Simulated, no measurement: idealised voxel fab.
process module | voxel tone inversion
cross-section cut | 255 nm wide | cells 5 nm
A cross-section is a grid of square cells, given in bands from the top down. A band is one or more rows of cells.
Each band's line starts with the height of the band's top and of its bottom, in nm. Then come its materials from left to right, each with its width in nm. One material with "throughout" fills the band from edge to edge. "air" is empty space.
Height 0 is the level under which the wafer as received is all one material. The lowest band goes on downwards, as in "0 down".
A width such as "30 to 40" changes by the same amount from each row of cells to the next, from the band's top row to its bottom row.
"no change" after a step means that no cell of the cross-section changed.
closed voids: empty space of 8 cells or more with no open way to the top, each as width x height at its distance from the left edge, in nm
after a step's settings: what the simulator itself notes on the step
overlay nm, on a step with a mask: how far to the right of its planned place the mask lay; to the left if negative
plan
1 op RECEIVE | material Si
2 op CONFORMAL_DEP | material SiCN | thk nm 5
3 op DIRECTIONAL_DEP | material polySi | thk nm 15
4 op PATTERN | tone cover | mask id POSTS | material resist | width nm 25 | pitch nm 45 | thk nm 20 | overlay nm 0
5 op DIRECTIONAL_ETCH | etch materials polySi | depth nm 15
6 op STRIP | etch materials resist
7 op FILL_DEP | material lowk | thk nm 5
8 op CMP | height nm 20
9 op STRIP | etch materials polySi
10 op CONFORMAL_DEP | material TiN | thk nm 5
11 op FILL_DEP | material Ru | thk nm 10
12 op CMP | height nm 20
13 op CONFORMAL_DEP | material SiCN | thk nm 5
first wafer, as planned
as received, after step 1
  0 down: Si throughout
  closed voids: none
after step 2
  5 to 0: SiCN throughout
  below 0: unchanged
after step 3
  20 to 5: polySi throughout
  below 5: unchanged
after step 4
  40 to 20: air 90 | resist 25 | air 20 | resist 25 | air 95
  below 20: unchanged
after step 5
  40 to 20: air 90 | resist 25 | air 20 | resist 25 | air 95
  20 to 5: air 90 | polySi 25 | air 20 | polySi 25 | air 95
  below 5: unchanged
after step 6
  20 to 5: air 90 | polySi 25 | air 20 | polySi 25 | air 95
  below 5: unchanged
after step 7
  25 to 20: lowk throughout
  20 to 5: lowk 90 | polySi 25 | lowk 20 | polySi 25 | lowk 95
  below 5: unchanged
after step 8
  20 to 5: lowk 90 | polySi 25 | lowk 20 | polySi 25 | lowk 95
  below 5: unchanged
after step 9
  20 to 5: lowk 90 | air 25 | lowk 20 | air 25 | lowk 95
  below 5: unchanged
after step 10
  25 to 20: TiN 95 | air 15 | TiN 30 | air 15 | TiN 100
  20 to 10: lowk 90 | TiN 5 | air 15 | TiN 5 | lowk 20 | TiN 5 | air 15 | TiN 5 | lowk 95
  10 to 5: lowk 90 | TiN 25 | lowk 20 | TiN 25 | lowk 95
  below 5: unchanged
after step 11
  35 to 25: Ru throughout
  25 to 20: TiN 95 | Ru 15 | TiN 30 | Ru 15 | TiN 100
  20 to 10: lowk 90 | TiN 5 | Ru 15 | TiN 5 | lowk 20 | TiN 5 | Ru 15 | TiN 5 | lowk 95
  below 10: unchanged
after step 12
  20 to 10: lowk 90 | TiN 5 | Ru 15 | TiN 5 | lowk 20 | TiN 5 | Ru 15 | TiN 5 | lowk 95
  below 10: unchanged
after step 13
  25 to 20: SiCN throughout
  below 20: unchanged
second wafer: like start, like plan, one mistake. Through step 3 it matches the first wafer
when step 4 should have ended
  40 to 20: air 100 | resist 25 | air 20 | resist 25 | air 85
  below 20: unchanged
when step 5 should have ended
  40 to 20: air 100 | resist 25 | air 20 | resist 25 | air 85
  20 to 5: air 100 | polySi 25 | air 20 | polySi 25 | air 85
  below 5: unchanged
when step 6 should have ended
  20 to 5: air 100 | polySi 25 | air 20 | polySi 25 | air 85
  below 5: unchanged
when step 7 should have ended
  25 to 20: lowk throughout
  20 to 5: lowk 100 | polySi 25 | lowk 20 | polySi 25 | lowk 85
  below 5: unchanged
when step 8 should have ended
  20 to 5: lowk 100 | polySi 25 | lowk 20 | polySi 25 | lowk 85
  below 5: unchanged
when step 9 should have ended
  20 to 5: lowk 100 | air 25 | lowk 20 | air 25 | lowk 85
  below 5: unchanged
when step 10 should have ended
  25 to 20: TiN 105 | air 15 | TiN 30 | air 15 | TiN 90
  20 to 10: lowk 100 | TiN 5 | air 15 | TiN 5 | lowk 20 | TiN 5 | air 15 | TiN 5 | lowk 85
  10 to 5: lowk 100 | TiN 25 | lowk 20 | TiN 25 | lowk 85
  below 5: unchanged
when step 11 should have ended
  35 to 25: Ru throughout
  25 to 20: TiN 105 | Ru 15 | TiN 30 | Ru 15 | TiN 90
  20 to 10: lowk 100 | TiN 5 | Ru 15 | TiN 5 | lowk 20 | TiN 5 | Ru 15 | TiN 5 | lowk 85
  below 10: unchanged
when step 12 should have ended
  20 to 10: lowk 100 | TiN 5 | Ru 15 | TiN 5 | lowk 20 | TiN 5 | Ru 15 | TiN 5 | lowk 85
  below 10: unchanged
when step 13 should have ended
  25 to 20: SiCN throughout
  below 20: unchanged
what went wrong: step 4 ran as: op PATTERN | tone cover | mask id POSTS | material resist | width nm 25 | pitch nm 45 | thk nm 20 | overlay nm 10
at the end the second wafer has, in cells: as many of each material as the first, in other places
